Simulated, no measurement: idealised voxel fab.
Name of the process module below: voxel fin reveal
Cross-section cut spans 255 nm and uses square cells 5 nm in size.
Each cross-section below is a grid of square cells, stated as bands in top-down order, with one or more rows of cells making up each band. Quick guide to a band line: top height, bottom height (nm) up front; then every material left to right with its width in nm. Only one material and it's marked "everywhere"? Then it fills the band edge to edge. And "air" just means empty space. Measure heights from 0. That's the level where, below it, the as-received wafer is all one material. The lowest band is bottomless and extends downward; write it as in "z 0 and below". Width "30->40": first value at the band's top row of cells, second value at its bottom row, equal change from row to row. "remained unchanged" means the step left every cell of the cross-section as it was. Listed in "Sealed internal cavities": every empty space of 8 or more cells without an open way to the top. Form: width x height at distance, the distance being from the left edge, all in nm. The remark found on a step's line after its settings is issued by the simulator itself and pertains to that step. overlay nm: right-of-plan distance of the mask on a masked step; negative values mean left-of-plan.
## Set out below are the planned steps of the process
| 1 | op RECEIVE | material Si |
| 2 | op CONFORMAL_DEP | material SiN | thk nm 5 |
| 3 | op DIRECTIONAL_DEP | material aC | thk nm 10 |
| 4 | op PATTERN | tone cover | mask id FINS | material resist | width nm 15 | pitch nm 35 | thk nm 25 | overlay nm -15 |
| 5 | op DIRECTIONAL_ETCH | etch materials aC | depth nm 10 |
| 6 | op STRIP | etch materials resist |
| 7 | op DIRECTIONAL_ETCH | etch materials SiN | depth nm 5 |
| 8 | op DIRECTIONAL_ETCH | etch materials Si | depth nm 30 |
| 9 | op STRIP | etch materials aC |
| 10 | op FILL_DEP | material SiO2 | thk nm 15 |
| 11 | op CMP | height nm 5 |
| 12 | op SELECTIVE_ETCH | etch materials SiO2 | depth nm 15 |
| 13 | op STRIP | etch materials SiN |
| 14 | op CONFORMAL_DEP | material HfO2 | thk nm 5 |
The wafers in this document start out alike and differ in the overlay nm applied at step 4; the plan shows the value used for the first wafer.
## Cross-section: the first of several wafers in its as-received state, i.e. following step 1
  z 0 and below = Si everywhere
  Sealed internal cavities: none
## Cross-section after step 14, the final step of the module, for the first of several wafers
  z 5 to 0 = air=65  HfO2=25  air=10  HfO2=25  air=10  HfO2=25  air=95
  z 0 to -5 = air=65  HfO2=5  Si=15  HfO2=5  air=10  HfO2=5  Si=15  HfO2=5  air=10  HfO2=5  Si=15  HfO2=5  air=95
  z -5 to -10 = HfO2=70  Si=15  HfO2=20  Si=15  HfO2=20  Si=15  HfO2=100
  z -10 to -30 = SiO2=70  Si=15  SiO2=20  Si=15  SiO2=20  Si=15  SiO2=100
  z -30 and below = Si everywhere
  Sealed internal cavities: none
## Wafer cross-section (last wafer, module end)
  z 5 to 0 = air=95  HfO2=25  air=10  HfO2=25  air=10  HfO2=25  air=65
  z 0 to -5 = air=95  HfO2=5  Si=15  HfO2=5  air=10  HfO2=5  Si=15  HfO2=5  air=10  HfO2=5  Si=15  HfO2=5  air=65
  z -5 to -10 = HfO2=100  Si=15  HfO2=20  Si=15  HfO2=20  Si=15  HfO2=70
  z -10 to -30 = SiO2=100  Si=15  SiO2=20  Si=15  SiO2=20  Si=15  SiO2=70
  z -30 and below = Si everywhere
  Sealed internal cavities: none
## Note: the following table is arranged by wafer, a row apiece. Each row reports the end-of-module state: per material, cells gained (+) or cells lost (-) compared with the wafer as received; closed voids follow
overlay nm -15; +63 HfO2; -252 Si; +168 SiO2; Sealed internal cavities: none
overlay nm -10; +63 HfO2; -252 Si; +168 SiO2; Sealed internal cavities: none
overlay nm -5; +63 HfO2; -252 Si; +168 SiO2; Sealed internal cavities: none
overlay nm 0; +63 HfO2; -252 Si; +168 SiO2; Sealed internal cavities: none
overlay nm 5; +63 HfO2; -252 Si; +168 SiO2; Sealed internal cavities: none
overlay nm 10; +63 HfO2; -252 Si; +168 SiO2; Sealed internal cavities: none
overlay nm 15; +63 HfO2; -252 Si; +168 SiO2; Sealed internal cavities: none
